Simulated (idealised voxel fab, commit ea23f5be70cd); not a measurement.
Presented below is a process module, voxel released beams.
Section cut is 210 nm wide and gridded with 5 nm square cells.
Each cross-section below is a grid of square cells, stated as bands in top-down order, with one or more rows of cells making up each band.
Top, bottom (nm), then materials left to right with widths (nm); lone material tagged "edge to edge" fills the whole band edge to edge; "blank" = empty space.
Height reference: 0 = level under which incoming wafer is all one material. Lowest band: no bottom, runs on downward, e.g. "z 0 and below".
The two numbers in a width such as "30..40" mark its ends across the band: the first belongs to the top row of cells, the second to the bottom row, and from each row to the next the width moves by the same amount.
"identical to before" after a step means that no cell of the cross-section changed.
For the entry "Encapsulated voids", the listed items are empty spaces with no open way to the top whose size is 8 cells or more; each item follows the pattern width x height at distance, where distance is from the left edge and all three are in nm.
Past the settings on a step's line: simulator remark, on that step.
overlay nm, on a step with a mask: how far to the right of its planned place the mask lay; to the left if negative
THIS SECTION LISTS THE PROCESS STEPS THAT WERE PLANNED
1: op RECEIVE | material Si
2: op CONFORMAL_DEP | material SiN | thk nm 10
3: op DIRECTIONAL_DEP | material SiO2 | thk nm 10
4: op PATTERN | tone open | mask id ANCHOR | material resist | width nm 45 | thk nm 20 | overlay nm 0
5: op DIRECTIONAL_ETCH | etch materials SiO2 | depth nm 10
6: op STRIP | etch materials resist
7: op CONFORMAL_DEP | material W | thk nm 15
8: op PATTERN | tone cover | mask id BEAM | material resist | width nm 115 | thk nm 15 | overlay nm 0
9: op DIRECTIONAL_ETCH | etch materials W | depth nm 15
10: op STRIP | etch materials resist
11: op STRIP | etch materials SiO2
ON THE FIRST OF THE TWO WAFERS: RUN CONDUCTED ACCORDING TO PLAN
WAFER AS RECEIVED: CROSS-SECTION FOLLOWING STEP 1
* z 0 and below  Si edge to edge
* Encapsulated voids: none
PRESENTED HERE IS A CROSS-SECTION OF THE WAFER AFTER STEP 2 HAS BEEN PERFORMED
* z 10 to 0  SiN edge to edge
* For the remainder of the cross-section, below 0, there is no change.
PRESENTED HERE IS A CROSS-SECTION OF THE WAFER AFTER STEP 3 HAS BEEN PERFORMED
* z 20 to 10  SiO2 edge to edge
* For the remainder of the cross-section, below 10, there is no change.
PRESENTED HERE IS A CROSS-SECTION OF THE WAFER AFTER STEP 4 HAS BEEN PERFORMED
* z 40 to 20  resist 50 / blank 45 / resist 115
* For the remainder of the cross-section, below 20, there is no change.
PRESENTED HERE IS A CROSS-SECTION OF THE WAFER AFTER STEP 5 HAS BEEN PERFORMED
* z 40 to 20  resist 50 / blank 45 / resist 115
* z 20 to 10  SiO2 50 / blank 45 / SiO2 115
* For the remainder of the cross-section, below 10, there is no change.
PRESENTED HERE IS A CROSS-SECTION OF THE WAFER AFTER STEP 6 HAS BEEN PERFORMED
* z 20 to 10  SiO2 50 / blank 45 / SiO2 115
* For the remainder of the cross-section, below 10, there is no change.
PRESENTED HERE IS A CROSS-SECTION OF THE WAFER AFTER STEP 7 HAS BEEN PERFORMED
* z 35 to 25  W 65 / blank 15 / W 130
* z 25 to 20  W edge to edge
* z 20 to 10  SiO2 50 / W 45 / SiO2 115
* For the remainder of the cross-section, below 10, there is no change.
PRESENTED HERE IS A CROSS-SECTION OF THE WAFER AFTER STEP 8 HAS BEEN PERFORMED
* z 50 to 35  blank 45 / resist 115 / blank 50
* z 35 to 25  W 65 / resist 15 / W 130
* For the remainder of the cross-section, below 25, there is no change.
PRESENTED HERE IS A CROSS-SECTION OF THE WAFER AFTER STEP 9 HAS BEEN PERFORMED
* z 50 to 35  blank 45 / resist 115 / blank 50
* z 35 to 25  blank 45 / W 20 / resist 15 / W 80 / blank 50
* z 25 to 20  blank 45 / W 115 / blank 50
* For the remainder of the cross-section, below 20, there is no change.
PRESENTED HERE IS A CROSS-SECTION OF THE WAFER AFTER STEP 10 HAS BEEN PERFORMED
* z 35 to 25  blank 45 / W 20 / blank 15 / W 80 / blank 50
* For the remainder of the cross-section, below 25, there is no change.
PRESENTED HERE IS A CROSS-SECTION OF THE WAFER AFTER STEP 11 HAS BEEN PERFORMED
* z 35 to 25  blank 45 / W 20 / blank 15 / W 80 / blank 50
* z 25 to 20  blank 45 / W 115 / blank 50
* z 20 to 10  blank 50 / W 45 / blank 115
* For the remainder of the cross-section, below 10, there is no change.
THE REMAINING WAFER, SECOND OF THE TWO, STARTED LIKE THE FIRST AND WAS RUN TO THE SAME PLAN, EXCEPT THAT ONE MISTAKE WAS MADE ALONG THE WAY; THE TWO COINCIDE THROUGH STEP 1, INCLUSIVE
Cross-section of the second wafer at the time by which step 2 should have been completed according to the plan: identical to before
CROSS-SECTION OF THE SECOND WAFER AT THE TIME BY WHICH STEP 3 SHOULD HAVE BEEN COMPLETED ACCORDING TO THE PLAN
* z 10 to 0  SiO2 edge to edge
* For the remainder of the cross-section, below 0, there is no change.
CROSS-SECTION OF THE SECOND WAFER AT THE TIME BY WHICH STEP 4 SHOULD HAVE BEEN COMPLETED ACCORDING TO THE PLAN
* z 30 to 10  resist 50 / blank 45 / resist 115
* For the remainder of the cross-section, below 10, there is no change.
CROSS-SECTION OF THE SECOND WAFER AT THE TIME BY WHICH STEP 5 SHOULD HAVE BEEN COMPLETED ACCORDING TO THE PLAN
* z 30 to 10  resist 50 / blank 45 / resist 115
* z 10 to 0  SiO2 50 / blank 45 / SiO2 115
* For the remainder of the cross-section, below 0, there is no change.
CROSS-SECTION OF THE SECOND WAFER AT THE TIME BY WHICH STEP 6 SHOULD HAVE BEEN COMPLETED ACCORDING TO THE PLAN
* z 10 to 0  SiO2 50 / blank 45 / SiO2 115
* For the remainder of the cross-section, below 0, there is no change.
CROSS-SECTION OF THE SECOND WAFER AT THE TIME BY WHICH STEP 7 SHOULD HAVE BEEN COMPLETED ACCORDING TO THE PLAN
* z 25 to 15  W 65 / blank 15 / W 130
* z 15 to 10  W edge to edge
* z 10 to 0  SiO2 50 / W 45 / SiO2 115
* For the remainder of the cross-section, below 0, there is no change.
CROSS-SECTION OF THE SECOND WAFER AT THE TIME BY WHICH STEP 8 SHOULD HAVE BEEN COMPLETED ACCORDING TO THE PLAN
* z 40 to 25  blank 45 / resist 115 / blank 50
* z 25 to 15  W 65 / resist 15 / W 130
* For the remainder of the cross-section, below 15, there is no change.
CROSS-SECTION OF THE SECOND WAFER AT THE TIME BY WHICH STEP 9 SHOULD HAVE BEEN COMPLETED ACCORDING TO THE PLAN
* z 40 to 25  blank 45 / resist 115 / blank 50
* z 25 to 15  blank 45 / W 20 / resist 15 / W 80 / blank 50
* z 15 to 10  blank 45 / W 115 / blank 50
* For the remainder of the cross-section, below 10, there is no change.
CROSS-SECTION OF THE SECOND WAFER AT THE TIME BY WHICH STEP 10 SHOULD HAVE BEEN COMPLETED ACCORDING TO THE PLAN
* z 25 to 15  blank 45 / W 20 / blank 15 / W 80 / blank 50
* For the remainder of the cross-section, below 15, there is no change.
CROSS-SECTION OF THE SECOND WAFER AT THE TIME BY WHICH STEP 11 SHOULD HAVE BEEN COMPLETED ACCORDING TO THE PLAN
* z 25 to 15  blank 45 / W 20 / blank 15 / W 80 / blank 50
* z 15 to 10  blank 45 / W 115 / blank 50
* z 10 to 0  blank 50 / W 45 / blank 115
* For the remainder of the cross-section, below 0, there is no change.
Here's what went sideways: plan step 2: skipped, not run
Wafer comparison, final, in cells, second relative to first, materials more or fewer: SiN -84
